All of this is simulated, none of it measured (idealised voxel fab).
The name of this process module is voxel wiring stack.
This is section cut - it's 260 nm across, gridded in 5 nm square cells.
Notation: cross-section as square-cell grid; stated in bands, top first, going down; one or more cell rows per band.
Top, bottom (nm), then materials left to right with widths (nm); lone material tagged "edge to edge" fills the whole band edge to edge; "air" = empty space.
A quick word on heights: they are counted from 0, and under that level the wafer as it came to us is one material throughout. The lowest band is different from the rest in having no bottom; it simply continues downward, written as in "0..down".
The expression "30 to 40" gives the width at the extremes of the band, the first number at its top row of cells and the second at its bottom row, with the width changing by equal amounts from each row to the next in between.
"no change" -> step changed no cross-section cell.
You'll see "Closed void entries" listing empty spaces that have no way open to the top, as long as they're 8 cells or more; the notation is width x height at distance, where the distance is from the left edge, and all of it is in nm.
Step line, after settings: the simulator's comment on this step.
overlay nm: how far to the right of its planned place the mask lay on this masked step (negative: to the left).
**plan**
- 1: RECEIVE: material Si
- 2: CONFORMAL_DEP: material SiO2, thk nm 15
- 3: CONFORMAL_DEP: material SiCN, thk nm 5
- 4: DIRECTIONAL_DEP: material lowk, thk nm 20
- 5: MASKED_ETCH: tone open, mask id METAL_1, width nm 25, pitch nm 50, etch materials lowk, depth nm 20, overlay nm 0
- 6: MASKED_ETCH: tone open, mask id METAL_1, width nm 25, pitch nm 50, etch materials SiCN, depth nm 5, overlay nm 0
- 7: CONFORMAL_DEP: material TiN, thk nm 5
- 8: FILL_DEP: material Cu, thk nm 10
- 9: CMP: height nm 40
- 10: CONFORMAL_DEP: material SiCN, thk nm 5
- 11: DIRECTIONAL_DEP: material lowk, thk nm 15
- 12: MASKED_ETCH: tone open, mask id PLUG_1, width nm 15, pitch nm 100, etch materials lowk, depth nm 15, overlay nm 0
- 13: MASKED_ETCH: tone open, mask id PLUG_1, width nm 15, pitch nm 100, etch materials SiCN, depth nm 5, overlay nm 0
- 14: EPI: material Ru, thk nm 10
- 15: EPI: material Ru, thk nm 10
- 16: CONFORMAL_DEP: material SiCN, thk nm 5
- 17: DIRECTIONAL_DEP: material SiO2, thk nm 25
- 18: DIRECTIONAL_DEP: material aC, thk nm 15
- 19: PATTERN: tone open, mask id METAL_2, material resist, width nm 25, pitch nm 50, thk nm 30, overlay nm 0
- 20: DIRECTIONAL_ETCH: etch materials aC, depth nm 15
- 21: STRIP: etch materials resist
- 22: DIRECTIONAL_ETCH: etch materials SiO2, depth nm 25
- 23: DIRECTIONAL_ETCH: etch materials SiCN, depth nm 5
- 24: STRIP: etch materials aC
- 25: CONFORMAL_DEP: material TiN, thk nm 5
- 26: FILL_DEP: material Cu, thk nm 5
- 27: CMP: height nm 90
- 28: CONFORMAL_DEP: material SiCN, thk nm 5
- 29: DIRECTIONAL_DEP: material SiO2, thk nm 15
- 30: DIRECTIONAL_DEP: material aC, thk nm 15
- 31: PATTERN: tone open, mask id PLUG_2, material resist, width nm 15, pitch nm 50, thk nm 30, overlay nm 0
- 32: DIRECTIONAL_ETCH: etch materials aC, depth nm 15
- 33: STRIP: etch materials resist
- 34: DIRECTIONAL_ETCH: etch materials SiO2, depth nm 15
- 35: DIRECTIONAL_ETCH: etch materials SiCN, depth nm 5
- 36: STRIP: etch materials aC
- 37: CONFORMAL_DEP: material TiN, thk nm 5
- 38: FILL_DEP: material Cu, thk nm 10
- 39: CMP: height nm 110
- 40: DIRECTIONAL_DEP: material TiN, thk nm 5
- 41: DIRECTIONAL_DEP: material Ru, thk nm 20
- 42: PATTERN: tone cover, mask id METAL_3, material resist, width nm 25, pitch nm 50, thk nm 15, overlay nm 0
- 43: DIRECTIONAL_ETCH: etch materials Ru, depth nm 20
- 44: DIRECTIONAL_ETCH: etch materials TiN, depth nm 5
- 45: STRIP: etch materials resist
- 46: FILL_DEP: material lowk, thk nm 5
- 47: CMP: height nm 135
- 48: CONFORMAL_DEP: material SiCN, thk nm 5
- 49: DIRECTIONAL_DEP: material lowk, thk nm 20
- 50: MASKED_ETCH: tone open, mask id PLUG_3, width nm 15, pitch nm 50, etch materials lowk, depth nm 20, overlay nm 0
- 51: MASKED_ETCH: tone open, mask id PLUG_3, width nm 15, pitch nm 50, etch materials SiCN, depth nm 5, overlay nm 0
- 52: EPI: material Ru, thk nm 10
- 53: EPI: material Ru, thk nm 10
- 54: EPI: material Ru, thk nm 5
- 55: CONFORMAL_DEP: material SiCN, thk nm 5
- 56: DIRECTIONAL_DEP: material lowk, thk nm 15
- 57: PATTERN: tone open, mask id METAL_4, material resist, width nm 25, pitch nm 50, thk nm 15, overlay nm 0
- 58: DIRECTIONAL_ETCH: etch materials lowk, depth nm 15
- 59: DIRECTIONAL_ETCH: etch materials SiCN, depth nm 5
- 60: STRIP: etch materials resist
- 61: CONFORMAL_DEP: material TiN, thk nm 5
- 62: FILL_DEP: material Ru, thk nm 5
- 63: CMP: height nm 180
- 64: CONFORMAL_DEP: material SiCN, thk nm 5
**So, the first of our two wafers, run just as we planned it**
**Wafer cross-section on receipt, i.e. after step 1**
	0..down: Si edge to edge
	Closed void entries: none
**State of the wafer after step 2, shown in cross-section**
	15..0: SiO2 edge to edge
	Everything below 0 is unchanged.
**State of the wafer after step 3, shown in cross-section**
	20..15: SiCN edge to edge
	Everything below 15 is unchanged.
**State of the wafer after step 4, shown in cross-section**
	40..20: lowk edge to edge
	Everything below 20 is unchanged.
**State of the wafer after step 5, shown in cross-section**
	40..20: lowk=40 / air=25 / lowk=25 / air=25 / lowk=25 / air=25 / lowk=25 / air=25 / lowk=45
	Everything below 20 is unchanged.
**State of the wafer after step 6, shown in cross-section**
	40..20: lowk=40 / air=25 / lowk=25 / air=25 / lowk=25 / air=25 / lowk=25 / air=25 / lowk=45
	20..15: SiCN=40 / air=25 / SiCN=25 / air=25 / SiCN=25 / air=25 / SiCN=25 / air=25 / SiCN=45
	Everything below 15 is unchanged.
**State of the wafer after step 7, shown in cross-section**
	45..40: TiN=45 / air=15 / TiN=35 / air=15 / TiN=35 / air=15 / TiN=35 / air=15 / TiN=50
	40..20: lowk=40 / TiN=5 / air=15 / TiN=5 / lowk=25 / TiN=5 / air=15 / TiN=5 / lowk=25 / TiN=5 / air=15 / TiN=5 / lowk=25 / TiN=5 / air=15 / TiN=5 / lowk=45
	20..15: SiCN=40 / TiN=25 / SiCN=25 / TiN=25 / SiCN=25 / TiN=25 / SiCN=25 / TiN=25 / SiCN=45
	Everything below 15 is unchanged.
**State of the wafer after step 8, shown in cross-section**
	55..45: Cu edge to edge
	45..40: TiN=45 / Cu=15 / TiN=35 / Cu=15 / TiN=35 / Cu=15 / TiN=35 / Cu=15 / TiN=50
	40..20: lowk=40 / TiN=5 / Cu=15 / TiN=5 / lowk=25 / TiN=5 / Cu=15 / TiN=5 / lowk=25 / TiN=5 / Cu=15 / TiN=5 / lowk=25 / TiN=5 / Cu=15 / TiN=5 / lowk=45
	Everything below 20 is unchanged.
**State of the wafer after step 9, shown in cross-section**
	40..20: lowk=40 / TiN=5 / Cu=15 / TiN=5 / lowk=25 / TiN=5 / Cu=15 / TiN=5 / lowk=25 / TiN=5 / Cu=15 / TiN=5 / lowk=25 / TiN=5 / Cu=15 / TiN=5 / lowk=45
	Everything below 20 is unchanged.
**State of the wafer after step 10, shown in cross-section**
	45..40: SiCN edge to edge
	Everything below 40 is unchanged.
**State of the wafer after step 11, shown in cross-section**
	60..45: lowk edge to edge
	Everything below 45 is unchanged.
**State of the wafer after step 12, shown in cross-section**
	60..45: lowk=40 / air=15 / lowk=85 / air=15 / lowk=105
	Everything below 45 is unchanged.
**State of the wafer after step 13, shown in cross-section**
	60..45: lowk=40 / air=15 / lowk=85 / air=15 / lowk=105
	45..40: SiCN=40 / air=15 / SiCN=85 / air=15 / SiCN=105
	Everything below 40 is unchanged.
**State of the wafer after step 14, shown in cross-section**
	60..50: lowk=40 / air=15 / lowk=85 / air=15 / lowk=105
	50..45: lowk=40 / Ru=15 / lowk=85 / Ru=15 / lowk=105
	45..40: SiCN=40 / Ru=15 / SiCN=85 / Ru=15 / SiCN=105
	Everything below 40 is unchanged.
**State of the wafer after step 15, shown in cross-section**
	60..45: lowk=40 / Ru=15 / lowk=85 / Ru=15 / lowk=105
	Everything below 45 is unchanged.
**State of the wafer after step 16, shown in cross-section**
	65..60: SiCN edge to edge
	Everything below 60 is unchanged.
**State of the wafer after step 17, shown in cross-section**
	90..65: SiO2 edge to edge
	Everything below 65 is unchanged.
**State of the wafer after step 18, shown in cross-section**
	105..90: aC edge to edge
	Everything below 90 is unchanged.
**State of the wafer after step 19, shown in cross-section**
	135..105: resist=40 / air=25 / resist=25 / air=25 / resist=25 / air=25 / resist=25 / air=25 / resist=45
	Everything below 105 is unchanged.
**State of the wafer after step 20, shown in cross-section**
	120..105: resist=40 / air=25 / resist=25 / air=25 / resist=25 / air=25 / resist=25 / air=25 / resist=45
	105..90: aC=40 / air=25 / aC=25 / air=25 / aC=25 / air=25 / aC=25 / air=25 / aC=45
	Everything below 90 is unchanged.
**State of the wafer after step 21, shown in cross-section**
	105..90: aC=40 / air=25 / aC=25 / air=25 / aC=25 / air=25 / aC=25 / air=25 / aC=45
	Everything below 90 is unchanged.
**State of the wafer after step 22, shown in cross-section**
	105..90: aC=40 / air=25 / aC=25 / air=25 / aC=25 / air=25 / aC=25 / air=25 / aC=45
	90..65: SiO2=40 / air=25 / SiO2=25 / air=25 / SiO2=25 / air=25 / SiO2=25 / air=25 / SiO2=45
	Everything below 65 is unchanged.
**State of the wafer after step 23, shown in cross-section**
	105..90: aC=40 / air=25 / aC=25 / air=25 / aC=25 / air=25 / aC=25 / air=25 / aC=45
	90..65: SiO2=40 / air=25 / SiO2=25 / air=25 / SiO2=25 / air=25 / SiO2=25 / air=25 / SiO2=45
	65..60: SiCN=40 / air=25 / SiCN=25 / air=25 / SiCN=25 / air=25 / SiCN=25 / air=25 / SiCN=45
	Everything below 60 is unchanged.
**State of the wafer after step 24, shown in cross-section**
	90..65: SiO2=40 / air=25 / SiO2=25 / air=25 / SiO2=25 / air=25 / SiO2=25 / air=25 / SiO2=45
	Everything below 65 is unchanged.
**State of the wafer after step 25, shown in cross-section**
	95..90: TiN=45 / air=15 / TiN=35 / air=15 / TiN=35 / air=15 / TiN=35 / air=15 / TiN=50
	90..65: SiO2=40 / TiN=5 / air=15 / TiN=5 / SiO2=25 / TiN=5 / air=15 / TiN=5 / SiO2=25 / TiN=5 / air=15 / TiN=5 / SiO2=25 / TiN=5 / air=15 / TiN=5 / SiO2=45
	65..60: SiCN=40 / TiN=25 / SiCN=25 / TiN=25 / SiCN=25 / TiN=25 / SiCN=25 / TiN=25 / SiCN=45
	Everything below 60 is unchanged.
**State of the wafer after step 26, shown in cross-section**
	100..95: Cu edge to edge
	95..90: TiN=45 / Cu=15 / TiN=35 / Cu=15 / TiN=35 / Cu=15 / TiN=35 / Cu=15 / TiN=50
	90..65: SiO2=40 / TiN=5 / Cu=15 / TiN=5 / SiO2=25 / TiN=5 / Cu=15 / TiN=5 / SiO2=25 / TiN=5 / Cu=15 / TiN=5 / SiO2=25 / TiN=5 / Cu=15 / TiN=5 / SiO2=45
	Everything below 65 is unchanged.
**State of the wafer after step 27, shown in cross-section**
	90..65: SiO2=40 / TiN=5 / Cu=15 / TiN=5 / SiO2=25 / TiN=5 / Cu=15 / TiN=5 / SiO2=25 / TiN=5 / Cu=15 / TiN=5 / SiO2=25 / TiN=5 / Cu=15 / TiN=5 / SiO2=45
	Everything below 65 is unchanged.
**State of the wafer after step 28, shown in cross-section**
	95..90: SiCN edge to edge
	Everything below 90 is unchanged.
**State of the wafer after step 29, shown in cross-section**
	110..95: SiO2 edge to edge
	Everything below 95 is unchanged.
**State of the wafer after step 30, shown in cross-section**
	125..110: aC edge to edge
	Everything below 110 is unchanged.
**State of the wafer after step 31, shown in cross-section**
	155..125: resist=40 / air=15 / resist=35 / air=15 / resist=35 / air=15 / resist=35 / air=15 / resist=55
	Everything below 125 is unchanged.
**State of the wafer after step 32, shown in cross-section**
	140..125: resist=40 / air=15 / resist=35 / air=15 / resist=35 / air=15 / resist=35 / air=15 / resist=55
	125..110: aC=40 / air=15 / aC=35 / air=15 / aC=35 / air=15 / aC=35 / air=15 / aC=55
	Everything below 110 is unchanged.
**State of the wafer after step 33, shown in cross-section**
	125..110: aC=40 / air=15 / aC=35 / air=15 / aC=35 / air=15 / aC=35 / air=15 / aC=55
	Everything below 110 is unchanged.
**State of the wafer after step 34, shown in cross-section**
	125..110: aC=40 / air=15 / aC=35 / air=15 / aC=35 / air=15 / aC=35 / air=15 / aC=55
	110..95: SiO2=40 / air=15 / SiO2=35 / air=15 / SiO2=35 / air=15 / SiO2=35 / air=15 / SiO2=55
	Everything below 95 is unchanged.
**State of the wafer after step 35, shown in cross-section**
	125..110: aC=40 / air=15 / aC=35 / air=15 / aC=35 / air=15 / aC=35 / air=15 / aC=55
	110..95: SiO2=40 / air=15 / SiO2=35 / air=15 / SiO2=35 / air=15 / SiO2=35 / air=15 / SiO2=55
	95..90: SiCN=40 / air=15 / SiCN=35 / air=15 / SiCN=35 / air=15 / SiCN=35 / air=15 / SiCN=55
	Everything below 90 is unchanged.
**State of the wafer after step 36, shown in cross-section**
	110..95: SiO2=40 / air=15 / SiO2=35 / air=15 / SiO2=35 / air=15 / SiO2=35 / air=15 / SiO2=55
	Everything below 95 is unchanged.
**State of the wafer after step 37, shown in cross-section**
	115..110: TiN=45 / air=5 / TiN=45 / air=5 / TiN=45 / air=5 / TiN=45 / air=5 / TiN=60
	110..95: SiO2=40 / TiN=5 / air=5 / TiN=5 / SiO2=35 / TiN=5 / air=5 / TiN=5 / SiO2=35 / TiN=5 / air=5 / TiN=5 / SiO2=35 / TiN=5 / air=5 / TiN=5 / SiO2=55
	95..90: SiCN=40 / TiN=15 / SiCN=35 / TiN=15 / SiCN=35 / TiN=15 / SiCN=35 / TiN=15 / SiCN=55
	Everything below 90 is unchanged.
**State of the wafer after step 38, shown in cross-section**
	125..115: Cu edge to edge
	115..110: TiN=45 / Cu=5 / TiN=45 / Cu=5 / TiN=45 / Cu=5 / TiN=45 / Cu=5 / TiN=60
	110..95: SiO2=40 / TiN=5 / Cu=5 / TiN=5 / SiO2=35 / TiN=5 / Cu=5 / TiN=5 / SiO2=35 / TiN=5 / Cu=5 / TiN=5 / SiO2=35 / TiN=5 / Cu=5 / TiN=5 / SiO2=55
	Everything below 95 is unchanged.
**State of the wafer after step 39, shown in cross-section**
	110..95: SiO2=40 / TiN=5 / Cu=5 / TiN=5 / SiO2=35 / TiN=5 / Cu=5 / TiN=5 / SiO2=35 / TiN=5 / Cu=5 / TiN=5 / SiO2=35 / TiN=5 / Cu=5 / TiN=5 / SiO2=55
	Everything below 95 is unchanged.
**State of the wafer after step 40, shown in cross-section**
	115..110: TiN edge to edge
	Everything below 110 is unchanged.
**State of the wafer after step 41, shown in cross-section**
	135..115: Ru edge to edge
	Everything below 115 is unchanged.
**State of the wafer after step 42, shown in cross-section**
	150..135: air=40 / resist=25 / air=25 / resist=25 / air=25 / resist=25 / air=25 / resist=25 / air=45
	Everything below 135 is unchanged.
**State of the wafer after step 43, shown in cross-section**
	150..135: air=40 / resist=25 / air=25 / resist=25 / air=25 / resist=25 / air=25 / resist=25 / air=45
	135..115: air=40 / Ru=25 / air=25 / Ru=25 / air=25 / Ru=25 / air=25 / Ru=25 / air=45
	Everything below 115 is unchanged.
**State of the wafer after step 44, shown in cross-section**
	150..135: air=40 / resist=25 / air=25 / resist=25 / air=25 / resist=25 / air=25 / resist=25 / air=45
	135..115: air=40 / Ru=25 / air=25 / Ru=25 / air=25 / Ru=25 / air=25 / Ru=25 / air=45
	115..110: air=40 / TiN=25 / air=25 / TiN=25 / air=25 / TiN=25 / air=25 / TiN=25 / air=45
	Everything below 110 is unchanged.
**State of the wafer after step 45, shown in cross-section**
	135..115: air=40 / Ru=25 / air=25 / Ru=25 / air=25 / Ru=25 / air=25 / Ru=25 / air=45
	Everything below 115 is unchanged.
**State of the wafer after step 46, shown in cross-section**
	140..135: lowk edge to edge
	135..115: lowk=40 / Ru=25 / lowk=25 / Ru=25 / lowk=25 / Ru=25 / lowk=25 / Ru=25 / lowk=45
	115..110: lowk=40 / TiN=25 / lowk=25 / TiN=25 / lowk=25 / TiN=25 / lowk=25 / TiN=25 / lowk=45
	Everything below 110 is unchanged.
**State of the wafer after step 47, shown in cross-section**
	135..115: lowk=40 / Ru=25 / lowk=25 / Ru=25 / lowk=25 / Ru=25 / lowk=25 / Ru=25 / lowk=45
	Everything below 115 is unchanged.
**State of the wafer after step 48, shown in cross-section**
	140..135: SiCN edge to edge
	Everything below 135 is unchanged.
**State of the wafer after step 49, shown in cross-section**
	160..140: lowk edge to edge
	Everything below 140 is unchanged.
**State of the wafer after step 50, shown in cross-section**
	160..140: lowk=40 / air=15 / lowk=35 / air=15 / lowk=35 / air=15 / lowk=35 / air=15 / lowk=55
	Everything below 140 is unchanged.
**State of the wafer after step 51, shown in cross-section**
	160..140: lowk=40 / air=15 / lowk=35 / air=15 / lowk=35 / air=15 / lowk=35 / air=15 / lowk=55
	140..135: SiCN=40 / air=15 / SiCN=35 / air=15 / SiCN=35 / air=15 / SiCN=35 / air=15 / SiCN=55
	Everything below 135 is unchanged.
**State of the wafer after step 52, shown in cross-section**
	160..145: lowk=40 / air=15 / lowk=35 / air=15 / lowk=35 / air=15 / lowk=35 / air=15 / lowk=55
	145..140: lowk=40 / Ru=15 / lowk=35 / Ru=15 / lowk=35 / Ru=15 / lowk=35 / Ru=15 / lowk=55
	140..135: SiCN=40 / Ru=15 / SiCN=35 / Ru=15 / SiCN=35 / Ru=15 / SiCN=35 / Ru=15 / SiCN=55
	Everything below 135 is unchanged.
**State of the wafer after step 53, shown in cross-section**
	160..155: lowk=40 / air=15 / lowk=35 / air=15 / lowk=35 / air=15 / lowk=35 / air=15 / lowk=55
	155..140: lowk=40 / Ru=15 / lowk=35 / Ru=15 / lowk=35 / Ru=15 / lowk=35 / Ru=15 / lowk=55
	Everything below 140 is unchanged.
**State of the wafer after step 54, shown in cross-section**
	160..140: lowk=40 / Ru=15 / lowk=35 / Ru=15 / lowk=35 / Ru=15 / lowk=35 / Ru=15 / lowk=55
	Everything below 140 is unchanged.
**State of the wafer after step 55, shown in cross-section**
	165..160: SiCN edge to edge
	Everything below 160 is unchanged.
**State of the wafer after step 56, shown in cross-section**
	180..165: lowk edge to edge
	Everything below 165 is unchanged.
**State of the wafer after step 57, shown in cross-section**
	195..180: resist=40 / air=25 / resist=25 / air=25 / resist=25 / air=25 / resist=25 / air=25 / resist=45
	Everything below 180 is unchanged.
**State of the wafer after step 58, shown in cross-section**
	195..180: resist=40 / air=25 / resist=25 / air=25 / resist=25 / air=25 / resist=25 / air=25 / resist=45
	180..165: lowk=40 / air=25 / lowk=25 / air=25 / lowk=25 / air=25 / lowk=25 / air=25 / lowk=45
	Everything below 165 is unchanged.
**State of the wafer after step 59, shown in cross-section**
	195..180: resist=40 / air=25 / resist=25 / air=25 / resist=25 / air=25 / resist=25 / air=25 / resist=45
	180..165: lowk=40 / air=25 / lowk=25 / air=25 / lowk=25 / air=25 / lowk=25 / air=25 / lowk=45
	165..160: SiCN=40 / air=25 / SiCN=25 / air=25 / SiCN=25 / air=25 / SiCN=25 / air=25 / SiCN=45
	Everything below 160 is unchanged.
**State of the wafer after step 60, shown in cross-section**
	180..165: lowk=40 / air=25 / lowk=25 / air=25 / lowk=25 / air=25 / lowk=25 / air=25 / lowk=45
	Everything below 165 is unchanged.
**State of the wafer after step 61, shown in cross-section**
	185..180: TiN=45 / air=15 / TiN=35 / air=15 / TiN=35 / air=15 / TiN=35 / air=15 / TiN=50
	180..165: lowk=40 / TiN=5 / air=15 / TiN=5 / lowk=25 / TiN=5 / air=15 / TiN=5 / lowk=25 / TiN=5 / air=15 / TiN=5 / lowk=25 / TiN=5 / air=15 / TiN=5 / lowk=45
	165..160: SiCN=40 / TiN=25 / SiCN=25 / TiN=25 / SiCN=25 / TiN=25 / SiCN=25 / TiN=25 / SiCN=45
	Everything below 160 is unchanged.
**State of the wafer after step 62, shown in cross-section**
	190..185: Ru edge to edge
	185..180: TiN=45 / Ru=15 / TiN=35 / Ru=15 / TiN=35 / Ru=15 / TiN=35 / Ru=15 / TiN=50
	180..165: lowk=40 / TiN=5 / Ru=15 / TiN=5 / lowk=25 / TiN=5 / Ru=15 / TiN=5 / lowk=25 / TiN=5 / Ru=15 / TiN=5 / lowk=25 / TiN=5 / Ru=15 / TiN=5 / lowk=45
	Everything below 165 is unchanged.
**State of the wafer after step 63, shown in cross-section**
	180..165: lowk=40 / TiN=5 / Ru=15 / TiN=5 / lowk=25 / TiN=5 / Ru=15 / TiN=5 / lowk=25 / TiN=5 / Ru=15 / TiN=5 / lowk=25 / TiN=5 / Ru=15 / TiN=5 / lowk=45
	Everything below 165 is unchanged.
**State of the wafer after step 64, shown in cross-section**
	185..180: SiCN edge to edge
	Everything below 180 is unchanged.
**Regarding the second of the two wafers: it shared the first wafer's starting condition and process plan, yet one error occurred during its execution. Its history coincides with that of the first wafer up to and including step 54**
**Planned end of step 55: second wafer, cross-section**
	175..160: lowk edge to edge
	Everything below 160 is unchanged.
**Planned end of step 56: second wafer, cross-section**
	180..175: SiCN edge to edge
	Everything below 175 is unchanged.
**Planned end of step 57: second wafer, cross-section**
	195..180: resist=40 / air=25 / resist=25 / air=25 / resist=25 / air=25 / resist=25 / air=25 / resist=45
	Everything below 180 is unchanged.
Planned end of step 58: second wafer, cross-section: no change
**Planned end of step 59: second wafer, cross-section**
	195..180: resist=40 / air=25 / resist=25 / air=25 / resist=25 / air=25 / resist=25 / air=25 / resist=45
	180..175: SiCN=40 / air=25 / SiCN=25 / air=25 / SiCN=25 / air=25 / SiCN=25 / air=25 / SiCN=45
	Everything below 175 is unchanged.
**Planned end of step 60: second wafer, cross-section**
	180..175: SiCN=40 / air=25 / SiCN=25 / air=25 / SiCN=25 / air=25 / SiCN=25 / air=25 / SiCN=45
	Everything below 175 is unchanged.
**Planned end of step 61: second wafer, cross-section**
	185..180: TiN=45 / air=15 / TiN=35 / air=15 / TiN=35 / air=15 / TiN=35 / air=15 / TiN=50
	180..175: SiCN=40 / TiN=25 / SiCN=25 / TiN=25 / SiCN=25 / TiN=25 / SiCN=25 / TiN=25 / SiCN=45
	Everything below 175 is unchanged.
**Planned end of step 62: second wafer, cross-section**
	190..185: Ru edge to edge
	185..180: TiN=45 / Ru=15 / TiN=35 / Ru=15 / TiN=35 / Ru=15 / TiN=35 / Ru=15 / TiN=50
	Everything below 180 is unchanged.
**Planned end of step 63: second wafer, cross-section**
	180..175: SiCN=40 / TiN=25 / SiCN=25 / TiN=25 / SiCN=25 / TiN=25 / SiCN=25 / TiN=25 / SiCN=45
	Everything below 175 is unchanged.
**Planned end of step 64: second wafer, cross-section**
	185..180: SiCN edge to edge
	Everything below 180 is unchanged.
Deviation noted in wafer processing: so 55 and 56 got swapped relative to the plan, each ran where the other was supposed to
Cell-count delta at end, second wafer over first, by material: 36 fewer of Ru | 24 fewer of TiN | 60 more of lowk
